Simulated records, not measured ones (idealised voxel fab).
process module | voxel ribs on slabs
cross-section cut | 300 nm wide | cells 5 nm
A cross-section is a grid of square cells, given in bands from the top down. A band is one or more rows of cells.
Each band's line starts with the height of the band's top and of its bottom, in nm. Then come its materials from left to right, each with its width in nm. One material with "throughout" fills the band from edge to edge. "air" is empty space.
Height 0 is the level under which the wafer as received is all one material. The lowest band goes on downwards, as in "0 down".
A width such as "30 to 40" changes by the same amount from each row of cells to the next, from the band's top row to its bottom row.
"no change" after a step means that no cell of the cross-section changed.
closed voids: empty space of 8 cells or more with no open way to the top, each as width x height at its distance from the left edge, in nm
after a step's settings: what the simulator itself notes on the step
overlay nm, on a step with a mask: how far to the right of its planned place the mask lay; to the left if negative
plan
1 op RECEIVE | material Si
2 op DIRECTIONAL_DEP | material SiO2 | thk nm 25
3 op DIRECTIONAL_DEP | material polySi | thk nm 20
4 op PATTERN | tone cover | mask id RIB | material resist | width nm 30 | thk nm 15 | overlay nm 0
5 op DIRECTIONAL_ETCH | etch materials polySi | depth nm 15
6 op STRIP | etch materials resist
7 op PATTERN | tone cover | mask id SLAB | material resist | width nm 90 | thk nm 20 | overlay nm 0
8 op DIRECTIONAL_ETCH | etch materials polySi | depth nm 5
9 op STRIP | etch materials resist
10 op FILL_DEP | material SiO2 | thk nm 20
11 op CMP | height nm 60
12 op DIRECTIONAL_DEP | material W | thk nm 5
13 op PATTERN | tone cover | mask id HEATER | material resist | width nm 40 | thk nm 20 | overlay nm 0
14 op DIRECTIONAL_ETCH | etch materials W | depth nm 5
15 op STRIP | etch materials resist
16 op CONFORMAL_DEP | material SiN | thk nm 5
as received, after step 1
  0 down: Si throughout
  closed voids: none
a wafer at the end: this start, this plan, one mistake
  70 to 65: air 125 | SiN 50 | air 125
  65 to 60: SiN 130 | W 40 | SiN 130
  60 to 45: SiO2 throughout
  45 to 30: SiO2 140 | polySi 25 | SiO2 135
  30 to 25: SiO2 105 | polySi 90 | SiO2 105
  25 to 0: SiO2 throughout
  0 down: Si throughout
  closed voids: none
what went wrong: step 4 ran as: op PATTERN | tone cover | mask id RIB | material resist | width nm 25 | thk nm 15 | overlay nm 0
